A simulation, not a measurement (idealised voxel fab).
voxel tone inversion: a process module
This is section cut - it's 245 nm across, gridded in 5 nm square cells.
Heads up, the way a cross-section reads in here is a grid of square cells, handed over as bands from the top down, with every band being one or more rows of cells.
Band: top height; bottom height; in nm. Then, left to right: material with width in nm, for each material. "all across": a single material spanning edge to edge. "empty": empty space.
Beneath 0, the wafer as received is one material, and that level is where height counting begins. The lowest band goes on downward without a bottom; it is written like "from 0 down".
Per-row width for "30..40": begins at first number (top row of band), ends at second number (bottom row), increment between rows held constant.
Step note "all unchanged" = no cross-section cell changed.
Entry "Sealed internal voids". Content: empty spaces with no open connection to the top, size 8 cells or greater. Each: width x height at distance. Distance: from left edge. Unit: nm.
Heads up: the bit after the settings on a step's line is the simulator's remark on that step.
Steps that use a mask can have "overlay nm" on their line. It says how far the mask sat to the right of where it was meant to be. Negative means to the left.

Planned step list for the process
1. RECEIVE, material Si
2. CONFORMAL_DEP, material SiCN, thk nm 5
3. DIRECTIONAL_DEP, material polySi, thk nm 15
4. PATTERN, tone cover, mask id POSTS, material resist, width nm 20, pitch nm 45, thk nm 20, overlay nm 0
5. DIRECTIONAL_ETCH, etch materials polySi, depth nm 15
6. STRIP, etch materials resist
7. FILL_DEP, material lowk, thk nm 5
8. CMP, height nm 10
9. STRIP, etch materials polySi
Where the wafers of this document differ is in the height nm of step 8; they start out the same, and the plan states the value that applied to the first wafer.

The first of several wafers, as received after step 1, seen in section
from 0 down = Si all across
Sealed internal voids: none

Cross-section, first of several wafers, end of module, after last step 9
from 10 to 5 = lowk: 45 | empty: 20 | lowk: 25 | empty: 20 | lowk: 25 | empty: 20 | lowk: 25 | empty: 20 | lowk: 45
from 5 to 0 = SiCN all across
from 0 down = Si all across
Sealed internal voids: none

Cross-section, last wafer, module completion
from 25 to 20 = lowk all across
from 20 to 5 = lowk: 45 | polySi: 20 | lowk: 25 | polySi: 20 | lowk: 25 | polySi: 20 | lowk: 25 | polySi: 20 | lowk: 45
from 5 to 0 = SiCN all across
from 0 down = Si all across
Sealed internal voids: none

Quick key for the table: a row per wafer, taken at the end of the module. For each material it tells you how many cells the wafer gained (+) or lost (-) since it came in, and the closed voids come after
height nm 10, +49 SiCN, +33 lowk, Sealed internal voids: none
height nm 15, +49 SiCN, +66 lowk, Sealed internal voids: none
height nm 20, +49 SiCN, +99 lowk, Sealed internal voids: none
height nm 25, +49 SiCN, +148 lowk, +48 polySi, Sealed internal voids: none
